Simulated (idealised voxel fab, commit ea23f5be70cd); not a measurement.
Documented hereafter: the process module known as voxel self aligned contacts.
The cross-section shown here is cut; it is 225 nm wide and divided into square cells measuring 5 nm on a side.
Just so we're on the same page, the cross-sections are grids of square cells, and they're listed out in bands top to bottom, each band one or more rows deep.
Heights first: top, then bottom, in nm. Then materials, left to right, each with a width in nm. "edge to edge" on a single material: fills the band edge to edge. "air": empty space.
All heights in this document are referenced to 0, defined as the level beneath which the wafer, as received, consists entirely of one material. The lowest band is not bounded below; it extends indefinitely downward and is written in the form "from 0 down".
The two numbers in a width such as "30 to 40" mark its ends across the band: the first belongs to the top row of cells, the second to the bottom row, and from each row to the next the width moves by the same amount.
Step note "all unchanged" = no cross-section cell changed.
What "Fully sealed cavities" gives you is every empty space of 8 cells or more that is cut off from the top. Each appears as width x height at distance, with the distance taken from the left edge and width, height and distance all in nm.
Heads up: the bit after the settings on a step's line is the simulator's remark on that step.
For masked steps, "overlay nm" on the step line gives how far right of plan the mask actually lay; a minus sign means it lay to the left.

[Process steps (planned)]
1: RECEIVE [material Si]
2: CONFORMAL_DEP [material SiO2] [thk nm 5]
3: DIRECTIONAL_DEP [material polySi] [thk nm 25]
4: DIRECTIONAL_DEP [material SiN] [thk nm 20]
5: MASKED_ETCH [tone cover] [mask id GATE] [width nm 30] [pitch nm 70] [etch materials SiN] [depth nm 20] [overlay nm 0]
6: MASKED_ETCH [tone cover] [mask id GATE] [width nm 30] [pitch nm 70] [etch materials polySi] [depth nm 25] [overlay nm 0]
7: CONFORMAL_DEP [material SiN] [thk nm 10]
8: DIRECTIONAL_ETCH [etch materials SiN] [depth nm 10]
9: FILL_DEP [material SiO2] [thk nm 10]
10: CMP [height nm 55]
11: PATTERN [tone open] [mask id CONTACT] [material resist] [width nm 50] [thk nm 20] [overlay nm 0]
12: DIRECTIONAL_ETCH [etch materials SiO2] [depth nm 55]
13: STRIP [etch materials resist]
14: CONFORMAL_DEP [material TiN] [thk nm 5]
15: FILL_DEP [material Ru] [thk nm 10]
16: CMP [height nm 55]
17: CONFORMAL_DEP [material SiCN] [thk nm 5]

[First wafer, two in total, run as planned]

[Wafer at receipt (post step 1), cross-section]
from 0 down | Si edge to edge
Fully sealed cavities: none

[You're looking at a cross-section of the wafer after step 2]
from 5 to 0 | SiO2 edge to edge
Below 0 it's all the same as before, nothing changed down there.

[You're looking at a cross-section of the wafer after step 3]
from 30 to 5 | polySi edge to edge
Below 5 it's all the same as before, nothing changed down there.

[You're looking at a cross-section of the wafer after step 4]
from 50 to 30 | SiN edge to edge
Below 30 it's all the same as before, nothing changed down there.

[You're looking at a cross-section of the wafer after step 5]
from 50 to 30 | air (60); SiN (30); air (40); SiN (30); air (65)
Below 30 it's all the same as before, nothing changed down there.

[You're looking at a cross-section of the wafer after step 6]
from 50 to 30 | air (60); SiN (30); air (40); SiN (30); air (65)
from 30 to 5 | air (60); polySi (30); air (40); polySi (30); air (65)
Below 5 it's all the same as before, nothing changed down there.

[You're looking at a cross-section of the wafer after step 7]
from 60 to 30 | air (50); SiN (50); air (20); SiN (50); air (55)
from 30 to 15 | air (50); SiN (10); polySi (30); SiN (10); air (20); SiN (10); polySi (30); SiN (10); air (55)
from 15 to 5 | SiN (60); polySi (30); SiN (40); polySi (30); SiN (65)
Below 5 it's all the same as before, nothing changed down there.

[You're looking at a cross-section of the wafer after step 8]
from 50 to 30 | air (50); SiN (50); air (20); SiN (50); air (55)
from 30 to 5 | air (50); SiN (10); polySi (30); SiN (10); air (20); SiN (10); polySi (30); SiN (10); air (55)
Below 5 it's all the same as before, nothing changed down there.

[You're looking at a cross-section of the wafer after step 9]
from 60 to 50 | SiO2 edge to edge
from 50 to 30 | SiO2 (50); SiN (50); SiO2 (20); SiN (50); SiO2 (55)
from 30 to 5 | SiO2 (50); SiN (10); polySi (30); SiN (10); SiO2 (20); SiN (10); polySi (30); SiN (10); SiO2 (55)
Below 5 it's all the same as before, nothing changed down there.

[You're looking at a cross-section of the wafer after step 10]
from 55 to 50 | SiO2 edge to edge
Below 50 it's all the same as before, nothing changed down there.

[You're looking at a cross-section of the wafer after step 11]
from 75 to 55 | resist (85); air (50); resist (90)
Below 55 it's all the same as before, nothing changed down there.

[You're looking at a cross-section of the wafer after step 12]
from 75 to 55 | resist (85); air (50); resist (90)
from 55 to 50 | SiO2 (85); air (50); SiO2 (90)
from 50 to 30 | SiO2 (50); SiN (50); air (20); SiN (50); SiO2 (55)
from 30 to 5 | SiO2 (50); SiN (10); polySi (30); SiN (10); air (20); SiN (10); polySi (30); SiN (10); SiO2 (55)
from 5 to 0 | SiO2 (100); air (20); SiO2 (105)
Below 0 it's all the same as before, nothing changed down there.

[You're looking at a cross-section of the wafer after step 13]
from 55 to 50 | SiO2 (85); air (50); SiO2 (90)
Below 50 it's all the same as before, nothing changed down there.

[You're looking at a cross-section of the wafer after step 14]
from 60 to 55 | TiN (90); air (40); TiN (95)
from 55 to 50 | SiO2 (85); TiN (20); air (10); TiN (20); SiO2 (90)
from 50 to 30 | SiO2 (50); SiN (50); TiN (5); air (10); TiN (5); SiN (50); SiO2 (55)
from 30 to 5 | SiO2 (50); SiN (10); polySi (30); SiN (10); TiN (5); air (10); TiN (5); SiN (10); polySi (30); SiN (10); SiO2 (55)
from 5 to 0 | SiO2 (100); TiN (20); SiO2 (105)
Below 0 it's all the same as before, nothing changed down there.

[You're looking at a cross-section of the wafer after step 15]
from 70 to 60 | Ru edge to edge
from 60 to 55 | TiN (90); Ru (40); TiN (95)
from 55 to 50 | SiO2 (85); TiN (20); Ru (10); TiN (20); SiO2 (90)
from 50 to 30 | SiO2 (50); SiN (50); TiN (5); Ru (10); TiN (5); SiN (50); SiO2 (55)
from 30 to 5 | SiO2 (50); SiN (10); polySi (30); SiN (10); TiN (5); Ru (10); TiN (5); SiN (10); polySi (30); SiN (10); SiO2 (55)
Below 5 it's all the same as before, nothing changed down there.

[You're looking at a cross-section of the wafer after step 16]
from 55 to 50 | SiO2 (85); TiN (20); Ru (10); TiN (20); SiO2 (90)
Below 50 it's all the same as before, nothing changed down there.

[You're looking at a cross-section of the wafer after step 17]
from 60 to 55 | SiCN edge to edge
Below 55 it's all the same as before, nothing changed down there.

[Wafer two. Same start, same plan, one slip in execution. Same as wafer one through step 6, inclusive]

[Cross-sectional view of the second wafer at the intended end time of process step 7]
from 40 to 30 | air (60); SiN (30); air (40); SiN (30); air (65)
Below 30 it's all the same as before, nothing changed down there.

[Cross-sectional view of the second wafer at the intended end time of process step 8]
from 50 to 30 | air (50); SiN (50); air (20); SiN (50); air (55)
from 30 to 15 | air (50); SiN (10); polySi (30); SiN (10); air (20); SiN (10); polySi (30); SiN (10); air (55)
from 15 to 5 | SiN (60); polySi (30); SiN (40); polySi (30); SiN (65)
Below 5 it's all the same as before, nothing changed down there.

[Cross-sectional view of the second wafer at the intended end time of process step 9]
from 60 to 50 | SiO2 edge to edge
from 50 to 30 | SiO2 (50); SiN (50); SiO2 (20); SiN (50); SiO2 (55)
from 30 to 15 | SiO2 (50); SiN (10); polySi (30); SiN (10); SiO2 (20); SiN (10); polySi (30); SiN (10); SiO2 (55)
Below 15 it's all the same as before, nothing changed down there.

[Cross-sectional view of the second wafer at the intended end time of process step 10]
from 55 to 50 | SiO2 edge to edge
Below 50 it's all the same as before, nothing changed down there.

[Cross-sectional view of the second wafer at the intended end time of process step 11]
from 75 to 55 | resist (85); air (50); resist (90)
Below 55 it's all the same as before, nothing changed down there.

[Cross-sectional view of the second wafer at the intended end time of process step 12]
from 75 to 55 | resist (85); air (50); resist (90)
from 55 to 50 | SiO2 (85); air (50); SiO2 (90)
from 50 to 30 | SiO2 (50); SiN (50); air (20); SiN (50); SiO2 (55)
from 30 to 15 | SiO2 (50); SiN (10); polySi (30); SiN (10); air (20); SiN (10); polySi (30); SiN (10); SiO2 (55)
Below 15 it's all the same as before, nothing changed down there.

[Cross-sectional view of the second wafer at the intended end time of process step 13]
from 55 to 50 | SiO2 (85); air (50); SiO2 (90)
Below 50 it's all the same as before, nothing changed down there.

[Cross-sectional view of the second wafer at the intended end time of process step 14]
from 60 to 55 | TiN (90); air (40); TiN (95)
from 55 to 50 | SiO2 (85); TiN (20); air (10); TiN (20); SiO2 (90)
from 50 to 30 | SiO2 (50); SiN (50); TiN (5); air (10); TiN (5); SiN (50); SiO2 (55)
from 30 to 20 | SiO2 (50); SiN (10); polySi (30); SiN (10); TiN (5); air (10); TiN (5); SiN (10); polySi (30); SiN (10); SiO2 (55)
from 20 to 15 | SiO2 (50); SiN (10); polySi (30); SiN (10); TiN (20); SiN (10); polySi (30); SiN (10); SiO2 (55)
Below 15 it's all the same as before, nothing changed down there.

[Cross-sectional view of the second wafer at the intended end time of process step 15]
from 70 to 60 | Ru edge to edge
from 60 to 55 | TiN (90); Ru (40); TiN (95)
from 55 to 50 | SiO2 (85); TiN (20); Ru (10); TiN (20); SiO2 (90)
from 50 to 30 | SiO2 (50); SiN (50); TiN (5); Ru (10); TiN (5); SiN (50); SiO2 (55)
from 30 to 20 | SiO2 (50); SiN (10); polySi (30); SiN (10); TiN (5); Ru (10); TiN (5); SiN (10); polySi (30); SiN (10); SiO2 (55)
Below 20 it's all the same as before, nothing changed down there.

[Cross-sectional view of the second wafer at the intended end time of process step 16]
from 55 to 50 | SiO2 (85); TiN (20); Ru (10); TiN (20); SiO2 (90)
Below 50 it's all the same as before, nothing changed down there.

[Cross-sectional view of the second wafer at the intended end time of process step 17]
from 60 to 55 | SiCN edge to edge
Below 55 it's all the same as before, nothing changed down there.
Deviation noted in wafer processing: contrary to the plan, steps 7 and 8 were processed in exchanged order
FYI, end of process, the second wafer has more or fewer cells of some materials than the first: Ru: 6 fewer, SiN: 50 more, SiO2: 38 fewer, TiN: 6 fewer
